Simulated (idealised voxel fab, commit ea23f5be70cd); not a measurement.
The following process module bears the name voxel ribs on slabs.
Square cells of 5 nm make up the cross-section cut, whose width is 235 nm.
We lay out every cross-section as a grid of square cells and spell it out in bands from the top down, where one band means one or more rows of cells.
This entry defines a band. It first specifies the height of the band's top and the height of its bottom in nm, and then specifies the band's materials from left to right, stating each material with its width in nm. The word "full width" identifies a single material that fills the band from edge to edge, while the word "empty" identifies empty space.
All heights in this document are referenced to 0, defined as the level beneath which the wafer, as received, consists entirely of one material. The lowest band is not bounded below; it extends indefinitely downward and is written in the form "0 and below".
You'd read "30->40" like this: the band's top row of cells is as wide as the first number, its bottom row is as wide as the second, and going down, every row changes width by the same amount as the row before did.
"changes: none" after a step means that no cell of the cross-section changed.
"Enclosed void listing" specifies each empty space that is not open to the top and that occupies no fewer than 8 cells, using the form width x height at distance, the distance measured from the left edge and all three quantities in nm.
That trailing text on a step's line, after the settings, is the simulator's own remark on the step.
overlay nm: where the mask lay relative to plan, measured to the right, on steps with a mask; negatives go left.

-- The steps planned for the process are as follows
1 RECEIVE with material Si
2 DIRECTIONAL_DEP with material SiO2, thk nm 30
3 DIRECTIONAL_DEP with material polySi, thk nm 15
4 MASKED_ETCH with tone cover, mask id RIB, width nm 30, etch materials polySi, depth nm 10, overlay nm 0
5 PATTERN with tone cover, mask id SLAB, material resist, width nm 90, thk nm 15, overlay nm 0
6 DIRECTIONAL_ETCH with etch materials polySi, depth nm 5
7 STRIP with etch materials resist
8 FILL_DEP with material SiO2, thk nm 15
9 CMP with height nm 55
10 DIRECTIONAL_DEP with material TiN, thk nm 5
11 DIRECTIONAL_DEP with material aC, thk nm 10
12 PATTERN with tone cover, mask id HEATER, material resist, width nm 40, thk nm 25, overlay nm 0
13 DIRECTIONAL_ETCH with etch materials aC, depth nm 10
14 STRIP with etch materials resist
15 DIRECTIONAL_ETCH with etch materials TiN, depth nm 5
16 STRIP with etch materials aC
17 CONFORMAL_DEP with material SiN, thk nm 10

-- Delivered wafer in cross-section: state after step 1
0 and below | Si full width
Enclosed void listing: none

-- End state of the module in cross-section, given the above starting point and plan and one mistake in execution
70 down to 65 | empty 85 nm; SiN 60 nm; empty 90 nm
65 down to 60 | SiN full width
60 down to 55 | SiN 95 nm; TiN 40 nm; SiN 100 nm
55 down to 15 | SiO2 full width
15 down to 0 | polySi full width
0 and below | Si full width
Enclosed void listing: none
What was done differently from what was planned? steps 2 and 3 run out of order (swapped)
